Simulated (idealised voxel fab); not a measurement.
Process module under the name voxel trench capacitor
Square cells of 5 nm make up the cross-section cut, whose width is 160 nm.
We lay out every cross-section as a grid of square cells and spell it out in bands from the top down, where one band means one or more rows of cells.
Top, bottom (nm), then materials left to right with widths (nm); lone material tagged "throughout" fills the whole band edge to edge; "empty" = empty space.
Heads up on the height convention: 0 is the point under which the incoming wafer is all one material, and the lowest band has no bottom, it just keeps going down, like "0 down".
It should be noted that a width expressed as "30 to 40" varies in equal increments from row to row of cells within the band, taking the value of the first number at the top row and that of the second number at the bottom row.
Any step labelled "everything unchanged" changed none of the cells in the cross-section.
"Closed void listing" enumerates empty spaces isolated from the top, with no open way to it, that contain at least 8 cells, giving each as width x height at distance from the left edge, all three in nm.
Text after the settings on a step's line: the simulator's own remark on that step.
overlay nm: how far to the right of its planned place the mask lay on this masked step (negative: to the left).

[Listed below are the process steps as planned]
step 1: RECEIVE with material Si
step 2: CONFORMAL_DEP with material SiN, thk nm 10
step 3: PATTERN with tone open, mask id TRENCH, material resist, width nm 25, pitch nm 40, thk nm 20, overlay nm 0
step 4: DIRECTIONAL_ETCH with etch materials SiN, depth nm 10
step 5: DIRECTIONAL_ETCH with etch materials Si, depth nm 35
step 6: STRIP with etch materials resist
step 7: CONFORMAL_DEP with material Al2O3, thk nm 5
step 8: FILL_DEP with material polySi, thk nm 10
step 9: CMP with height nm 10

[Cross-section, incoming material, after step 1]
> 0 down  Si throughout
> Closed void listing: none

[Here's the wafer cut in cross-section after the module, started and planned just like above, except one thing was done wrong in the run]
> 10 to 0  SiN 45  Al2O3 5  polySi 15  Al2O3 5  SiN 15  Al2O3 5  polySi 15  Al2O3 5  SiN 50
> 0 to -20  Si 45  Al2O3 5  polySi 15  Al2O3 5  Si 15  Al2O3 5  polySi 15  Al2O3 5  Si 50
> -20 to -25  Si 45  Al2O3 25  Si 15  Al2O3 25  Si 50
> -25 down  Si throughout
> Closed void listing: none
Here's what went sideways: step 5 went in with a setting other than planned; the actual run was DIRECTIONAL_ETCH with etch materials Si, depth nm 25
